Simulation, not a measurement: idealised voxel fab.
process module | voxel transistor to metal
cross-section cut | 300 nm wide | cells 5 nm
A cross-section is a grid of square cells, given in bands from the top down. A band is one or more rows of cells.
Each band's line starts with the height of the band's top and of its bottom, in nm. Then come its materials from left to right, each with its width in nm. One material with "throughout" fills the band from edge to edge. "air" is empty space.
Height 0 is the level under which the wafer as received is all one material. The lowest band goes on downwards, as in "0 down".
A width such as "30 to 40" changes by the same amount from each row of cells to the next, from the band's top row to its bottom row.
"no change" after a step means that no cell of the cross-section changed.
closed voids: empty space of 8 cells or more with no open way to the top, each as width x height at its distance from the left edge, in nm
after a step's settings: what the simulator itself notes on the step
overlay nm, on a step with a mask: how far to the right of its planned place the mask lay; to the left if negative
plan
1 op RECEIVE | material Si
2 op OXIDIZE | depth nm 5
3 op CONFORMAL_DEP | material SiN | thk nm 10
4 op MASKED_ETCH | tone cover | mask id ACTIVE | width nm 115 | pitch nm 140 | etch materials SiN | depth nm 10 | overlay nm 0
5 op MASKED_ETCH | tone cover | mask id ACTIVE | width nm 115 | pitch nm 140 | etch materials SiO2 | depth nm 5 | overlay nm 0
6 op MASKED_ETCH | tone cover | mask id ACTIVE | width nm 115 | pitch nm 140 | etch materials Si | depth nm 35 | overlay nm 0
7 op OXIDIZE | depth nm 5
8 op FILL_DEP | material SiO2 | thk nm 5
9 op CMP | height nm 10
10 op SELECTIVE_ETCH | etch materials SiO2 | depth nm 10
11 op STRIP | etch materials SiN
12 op SELECTIVE_ETCH | etch materials SiO2 | depth nm 5
13 op OXIDIZE | depth nm 5
14 op DIRECTIONAL_DEP | material polySi | thk nm 30
15 op DIRECTIONAL_DEP | material SiCN | thk nm 15
16 op PATTERN | tone cover | mask id GATE | material resist | width nm 35 | pitch nm 140 | thk nm 15 | overlay nm 0
17 op DIRECTIONAL_ETCH | etch materials SiCN | depth nm 25
18 op DIRECTIONAL_ETCH | etch materials polySi | depth nm 40
19 op STRIP | etch materials resist
20 op CONFORMAL_DEP | material SiO2 | thk nm 5
21 op DIRECTIONAL_ETCH | etch materials SiO2 | depth nm 5
22 op CONFORMAL_DEP | material SiN | thk nm 10
23 op DIRECTIONAL_ETCH | etch materials SiN | depth nm 10
24 op DIRECTIONAL_ETCH | etch materials SiO2 | depth nm 5
25 op DIRECTIONAL_ETCH | etch materials Si | depth nm 10
26 op EPI | material nSi | thk nm 10
27 op FILL_DEP | material SiO2 | thk nm 10
28 op CMP | height nm 25
29 op STRIP | etch materials polySi
30 op SELECTIVE_ETCH | etch materials SiO2 | depth nm 5
31 op CONFORMAL_DEP | material HfO2 | thk nm 5
32 op CONFORMAL_DEP | material TiN | thk nm 5
33 op FILL_DEP | material W | thk nm 10
34 op CMP | height nm 20
35 op DIRECTIONAL_DEP | material SiO2 | thk nm 15
36 op DIRECTIONAL_DEP | material aC | thk nm 15
37 op PATTERN | tone open | mask id CONTACT | material resist | width nm 20 | thk nm 30 | overlay nm 0
38 op DIRECTIONAL_ETCH | etch materials aC | depth nm 15
39 op STRIP | etch materials resist
40 op DIRECTIONAL_ETCH | etch materials SiO2 | depth nm 45
41 op STRIP | etch materials aC
42 op CONFORMAL_DEP | material TiN | thk nm 5
43 op FILL_DEP | material W | thk nm 5
44 op CMP | height nm 35
45 op DIRECTIONAL_DEP | material TiN | thk nm 5
46 op DIRECTIONAL_DEP | material W | thk nm 20
47 op DIRECTIONAL_DEP | material aC | thk nm 10
48 op PATTERN | tone cover | mask id METAL_1 | material resist | width nm 20 | thk nm 25 | overlay nm 0
49 op DIRECTIONAL_ETCH | etch materials aC | depth nm 10
50 op STRIP | etch materials resist
51 op DIRECTIONAL_ETCH | etch materials W | depth nm 20
52 op DIRECTIONAL_ETCH | etch materials TiN | depth nm 5
53 op STRIP | etch materials aC
54 op FILL_DEP | material lowk | thk nm 10
55 op CMP | height nm 60
56 op CONFORMAL_DEP | material SiN | thk nm 5
as received, after step 1
  0 down: Si throughout
  closed voids: none
a wafer at the end: this start, this plan, one mistake
  75 to 60: SiN throughout
  60 to 40: lowk 25 | W 20 | lowk 65 | W 20 | lowk 35 | W 20 | lowk 65 | W 20 | lowk 30
  40 to 35: lowk 25 | TiN 20 | lowk 65 | TiN 20 | lowk 35 | TiN 20 | lowk 65 | TiN 20 | lowk 30
  35 to 20: SiO2 25 | TiN 5 | W 10 | TiN 5 | SiO2 65 | TiN 5 | W 10 | TiN 5 | SiO2 35 | TiN 5 | W 10 | TiN 5 | SiO2 65 | TiN 5 | W 10 | TiN 5 | SiO2 30
  20 to 5: SiO2 25 | TiN 5 | W 10 | TiN 5 | SiN 10 | HfO2 5 | TiN 5 | W 25 | TiN 5 | HfO2 5 | SiN 10 | TiN 5 | W 10 | TiN 5 | SiO2 35 | TiN 5 | W 10 | TiN 5 | SiN 10 | HfO2 5 | TiN 5 | W 25 | TiN 5 | HfO2 5 | SiN 10 | TiN 5 | W 10 | TiN 5 | SiO2 30
  5 to 0: SiO2 25 | TiN 20 | SiN 10 | HfO2 5 | TiN 5 | W 25 | TiN 5 | HfO2 5 | SiN 10 | TiN 20 | SiO2 35 | TiN 20 | SiN 10 | HfO2 5 | TiN 5 | W 25 | TiN 5 | HfO2 5 | SiN 10 | TiN 20 | SiO2 30
  0 to -5: SiO2 25 | TiN 10 | nSi 10 | SiN 10 | HfO2 5 | TiN 35 | HfO2 5 | SiN 10 | nSi 10 | TiN 10 | SiO2 35 | TiN 10 | nSi 10 | SiN 10 | HfO2 5 | TiN 35 | HfO2 5 | SiN 10 | nSi 10 | TiN 10 | SiO2 30
  -5 to -10: SiO2 25 | TiN 10 | nSi 10 | SiO2 10 | HfO2 45 | SiO2 10 | nSi 10 | TiN 10 | SiO2 35 | TiN 10 | nSi 10 | SiO2 10 | HfO2 45 | SiO2 10 | nSi 10 | TiN 10 | SiO2 30
  -10 to -20: SiO2 25 | nSi 20 | Si 65 | nSi 20 | SiO2 35 | nSi 20 | Si 65 | nSi 20 | SiO2 30
  -20 to -45: SiO2 25 | Si 105 | SiO2 35 | Si 105 | SiO2 30
  -45 down: Si throughout
  closed voids: none
what went wrong: step 56 ran as: op CONFORMAL_DEP | material SiN | thk nm 15
